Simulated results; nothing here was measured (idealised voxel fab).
Process module under the name voxel self aligned contacts
Cross-section cut spans 210 nm and uses square cells 5 nm in size.
For the purposes of this document, a cross-section shall be understood as a grid of square cells, specified as bands listed in top-to-bottom order, each band consisting of one or more rows of cells.
The entry gives the band's vertical extent as a top height and a bottom height in nm, then its horizontal make-up as materials from left to right, each with a width in nm. "air" stands for empty space; a single material marked "full width" fills the band edge to edge.
Ref level 0: as-received wafer is one material below here. Bottom band extends down with no lower bound ("0 and below").
Note: "30->40" means the width goes from the first number (top row of the band) to the second number (bottom row) in equal steps per row of cells.
"nothing altered" after a step means that no cell of the cross-section changed.
Sealed void list: empty space of 8 cells or more with no open way to the top, each as width x height at its distance from the left edge, in nm
Heads up: the bit after the settings on a step's line is the simulator's remark on that step.
overlay nm: mask offset rightward from planned place, masked step; negative means leftward offset.
[These are the steps we planned for the process]
1: RECEIVE, material Si
2: CONFORMAL_DEP, material SiO2, thk nm 5
3: DIRECTIONAL_DEP, material polySi, thk nm 20
4: DIRECTIONAL_DEP, material SiN, thk nm 25
5: PATTERN, tone cover, mask id GATE, material resist, width nm 25, pitch nm 65, thk nm 20, overlay nm 0
6: DIRECTIONAL_ETCH, etch materials SiN, depth nm 25
7: DIRECTIONAL_ETCH, etch materials polySi, depth nm 20
8: STRIP, etch materials resist
9: CONFORMAL_DEP, material SiN, thk nm 10
10: DIRECTIONAL_ETCH, etch materials SiN, depth nm 10
11: FILL_DEP, material SiO2, thk nm 15
12: CMP, height nm 60
13: PATTERN, tone open, mask id CONTACT, material resist, width nm 50, thk nm 20, overlay nm 0
14: DIRECTIONAL_ETCH, etch materials SiO2, depth nm 60
15: STRIP, etch materials resist
16: CONFORMAL_DEP, material TiN, thk nm 5
17: FILL_DEP, material W, thk nm 10
18: CMP, height nm 60
19: CONFORMAL_DEP, material SiCN, thk nm 5
[Run as planned: first of two wafers]
[As-received wafer cross-section (after step 1)]
    0 and below = Si full width
    Sealed void list: none
[You're looking at a cross-section of the wafer after step 2]
    5 down to 0 = SiO2 full width
    Below 0, the layers are the same as they were.
[You're looking at a cross-section of the wafer after step 3]
    25 down to 5 = polySi full width
    Below 5, the layers are the same as they were.
[You're looking at a cross-section of the wafer after step 4]
    50 down to 25 = SiN full width
    Below 25, the layers are the same as they were.
[You're looking at a cross-section of the wafer after step 5]
    70 down to 50 = air 60 nm  resist 25 nm  air 40 nm  resist 25 nm  air 60 nm
    Below 50, the layers are the same as they were.
[You're looking at a cross-section of the wafer after step 6]
    70 down to 50 = air 60 nm  resist 25 nm  air 40 nm  resist 25 nm  air 60 nm
    50 down to 25 = air 60 nm  SiN 25 nm  air 40 nm  SiN 25 nm  air 60 nm
    Below 25, the layers are the same as they were.
[You're looking at a cross-section of the wafer after step 7]
    70 down to 50 = air 60 nm  resist 25 nm  air 40 nm  resist 25 nm  air 60 nm
    50 down to 25 = air 60 nm  SiN 25 nm  air 40 nm  SiN 25 nm  air 60 nm
    25 down to 5 = air 60 nm  polySi 25 nm  air 40 nm  polySi 25 nm  air 60 nm
    Below 5, the layers are the same as they were.
[You're looking at a cross-section of the wafer after step 8]
    50 down to 25 = air 60 nm  SiN 25 nm  air 40 nm  SiN 25 nm  air 60 nm
    Below 25, the layers are the same as they were.
[You're looking at a cross-section of the wafer after step 9]
    60 down to 25 = air 50 nm  SiN 45 nm  air 20 nm  SiN 45 nm  air 50 nm
    25 down to 15 = air 50 nm  SiN 10 nm  polySi 25 nm  SiN 10 nm  air 20 nm  SiN 10 nm  polySi 25 nm  SiN 10 nm  air 50 nm
    15 down to 5 = SiN 60 nm  polySi 25 nm  SiN 40 nm  polySi 25 nm  SiN 60 nm
    Below 5, the layers are the same as they were.
[You're looking at a cross-section of the wafer after step 10]
    50 down to 25 = air 50 nm  SiN 45 nm  air 20 nm  SiN 45 nm  air 50 nm
    25 down to 5 = air 50 nm  SiN 10 nm  polySi 25 nm  SiN 10 nm  air 20 nm  SiN 10 nm  polySi 25 nm  SiN 10 nm  air 50 nm
    Below 5, the layers are the same as they were.
[You're looking at a cross-section of the wafer after step 11]
    65 down to 50 = SiO2 full width
    50 down to 25 = SiO2 50 nm  SiN 45 nm  SiO2 20 nm  SiN 45 nm  SiO2 50 nm
    25 down to 5 = SiO2 50 nm  SiN 10 nm  polySi 25 nm  SiN 10 nm  SiO2 20 nm  SiN 10 nm  polySi 25 nm  SiN 10 nm  SiO2 50 nm
    Below 5, the layers are the same as they were.
[You're looking at a cross-section of the wafer after step 12]
    60 down to 50 = SiO2 full width
    Below 50, the layers are the same as they were.
[You're looking at a cross-section of the wafer after step 13]
    80 down to 60 = resist 80 nm  air 50 nm  resist 80 nm
    Below 60, the layers are the same as they were.
[You're looking at a cross-section of the wafer after step 14]
    80 down to 60 = resist 80 nm  air 50 nm  resist 80 nm
    60 down to 50 = SiO2 80 nm  air 50 nm  SiO2 80 nm
    50 down to 25 = SiO2 50 nm  SiN 45 nm  air 20 nm  SiN 45 nm  SiO2 50 nm
    25 down to 5 = SiO2 50 nm  SiN 10 nm  polySi 25 nm  SiN 10 nm  air 20 nm  SiN 10 nm  polySi 25 nm  SiN 10 nm  SiO2 50 nm
    5 down to 0 = SiO2 95 nm  air 20 nm  SiO2 95 nm
    Below 0, the layers are the same as they were.
[You're looking at a cross-section of the wafer after step 15]
    60 down to 50 = SiO2 80 nm  air 50 nm  SiO2 80 nm
    Below 50, the layers are the same as they were.
[You're looking at a cross-section of the wafer after step 16]
    65 down to 60 = TiN 85 nm  air 40 nm  TiN 85 nm
    60 down to 50 = SiO2 80 nm  TiN 5->20 nm  air 40->10 nm  TiN 5->20 nm  SiO2 80 nm
    50 down to 25 = SiO2 50 nm  SiN 45 nm  TiN 5 nm  air 10 nm  TiN 5 nm  SiN 45 nm  SiO2 50 nm
    25 down to 5 = SiO2 50 nm  SiN 10 nm  polySi 25 nm  SiN 10 nm  TiN 5 nm  air 10 nm  TiN 5 nm  SiN 10 nm  polySi 25 nm  SiN 10 nm  SiO2 50 nm
    5 down to 0 = SiO2 95 nm  TiN 20 nm  SiO2 95 nm
    Below 0, the layers are the same as they were.
[You're looking at a cross-section of the wafer after step 17]
    75 down to 65 = W full width
    65 down to 60 = TiN 85 nm  W 40 nm  TiN 85 nm
    60 down to 50 = SiO2 80 nm  TiN 5->20 nm  W 40->10 nm  TiN 5->20 nm  SiO2 80 nm
    50 down to 25 = SiO2 50 nm  SiN 45 nm  TiN 5 nm  W 10 nm  TiN 5 nm  SiN 45 nm  SiO2 50 nm
    25 down to 5 = SiO2 50 nm  SiN 10 nm  polySi 25 nm  SiN 10 nm  TiN 5 nm  W 10 nm  TiN 5 nm  SiN 10 nm  polySi 25 nm  SiN 10 nm  SiO2 50 nm
    Below 5, the layers are the same as they were.
[You're looking at a cross-section of the wafer after step 18]
    60 down to 50 = SiO2 80 nm  TiN 5->20 nm  W 40->10 nm  TiN 5->20 nm  SiO2 80 nm
    Below 50, the layers are the same as they were.
[You're looking at a cross-section of the wafer after step 19]
    65 down to 60 = SiCN full width
    Below 60, the layers are the same as they were.
[Wafer two of two - same starting point, same process plan, one mistake in execution; matches wafer one up to and including step 1]
[Planned end of step 2: second wafer, cross-section]
    20 down to 0 = polySi full width
    Below 0, the layers are the same as they were.
[Planned end of step 3: second wafer, cross-section]
    25 down to 20 = SiO2 full width
    Below 20, the layers are the same as they were.
[Planned end of step 4: second wafer, cross-section]
    50 down to 25 = SiN full width
    Below 25, the layers are the same as they were.
[Planned end of step 5: second wafer, cross-section]
    70 down to 50 = air 60 nm  resist 25 nm  air 40 nm  resist 25 nm  air 60 nm
    Below 50, the layers are the same as they were.
[Planned end of step 6: second wafer, cross-section]
    70 down to 50 = air 60 nm  resist 25 nm  air 40 nm  resist 25 nm  air 60 nm
    50 down to 25 = air 60 nm  SiN 25 nm  air 40 nm  SiN 25 nm  air 60 nm
    Below 25, the layers are the same as they were.
Planned end of step 7: second wafer, cross-section: nothing altered
[Planned end of step 8: second wafer, cross-section]
    50 down to 25 = air 60 nm  SiN 25 nm  air 40 nm  SiN 25 nm  air 60 nm
    Below 25, the layers are the same as they were.
[Planned end of step 9: second wafer, cross-section]
    60 down to 35 = air 50 nm  SiN 45 nm  air 20 nm  SiN 45 nm  air 50 nm
    35 down to 25 = SiN full width
    Below 25, the layers are the same as they were.
[Planned end of step 10: second wafer, cross-section]
    50 down to 25 = air 50 nm  SiN 45 nm  air 20 nm  SiN 45 nm  air 50 nm
    Below 25, the layers are the same as they were.
[Planned end of step 11: second wafer, cross-section]
    65 down to 50 = SiO2 full width
    50 down to 25 = SiO2 50 nm  SiN 45 nm  SiO2 20 nm  SiN 45 nm  SiO2 50 nm
    Below 25, the layers are the same as they were.
[Planned end of step 12: second wafer, cross-section]
    60 down to 50 = SiO2 full width
    Below 50, the layers are the same as they were.
[Planned end of step 13: second wafer, cross-section]
    80 down to 60 = resist 80 nm  air 50 nm  resist 80 nm
    Below 60, the layers are the same as they were.
[Planned end of step 14: second wafer, cross-section]
    80 down to 60 = resist 80 nm  air 50 nm  resist 80 nm
    60 down to 50 = SiO2 80 nm  air 50 nm  SiO2 80 nm
    50 down to 25 = SiO2 50 nm  SiN 45 nm  air 20 nm  SiN 45 nm  SiO2 50 nm
    25 down to 20 = SiO2 95 nm  air 20 nm  SiO2 95 nm
    Below 20, the layers are the same as they were.
[Planned end of step 15: second wafer, cross-section]
    60 down to 50 = SiO2 80 nm  air 50 nm  SiO2 80 nm
    Below 50, the layers are the same as they were.
[Planned end of step 16: second wafer, cross-section]
    65 down to 60 = TiN 85 nm  air 40 nm  TiN 85 nm
    60 down to 50 = SiO2 80 nm  TiN 5->20 nm  air 40->10 nm  TiN 5->20 nm  SiO2 80 nm
    50 down to 25 = SiO2 50 nm  SiN 45 nm  TiN 5 nm  air 10 nm  TiN 5 nm  SiN 45 nm  SiO2 50 nm
    25 down to 20 = SiO2 95 nm  TiN 20 nm  SiO2 95 nm
    Below 20, the layers are the same as they were.
[Planned end of step 17: second wafer, cross-section]
    75 down to 65 = W full width
    65 down to 60 = TiN 85 nm  W 40 nm  TiN 85 nm
    60 down to 50 = SiO2 80 nm  TiN 5->20 nm  W 40->10 nm  TiN 5->20 nm  SiO2 80 nm
    50 down to 25 = SiO2 50 nm  SiN 45 nm  TiN 5 nm  W 10 nm  TiN 5 nm  SiN 45 nm  SiO2 50 nm
    Below 25, the layers are the same as they were.
[Planned end of step 18: second wafer, cross-section]
    60 down to 50 = SiO2 80 nm  TiN 5->20 nm  W 40->10 nm  TiN 5->20 nm  SiO2 80 nm
    Below 50, the layers are the same as they were.
[Planned end of step 19: second wafer, cross-section]
    65 down to 60 = SiCN full width
    Below 60, the layers are the same as they were.
What was the processing mistake? deviation from plan: step 3 and step 2 executed in one another's positions
End of process, cell counts, second wafer against first, materials with more or fewer: -32 SiN, -80 SiO2, -8 TiN, -8 W, +128 polySi
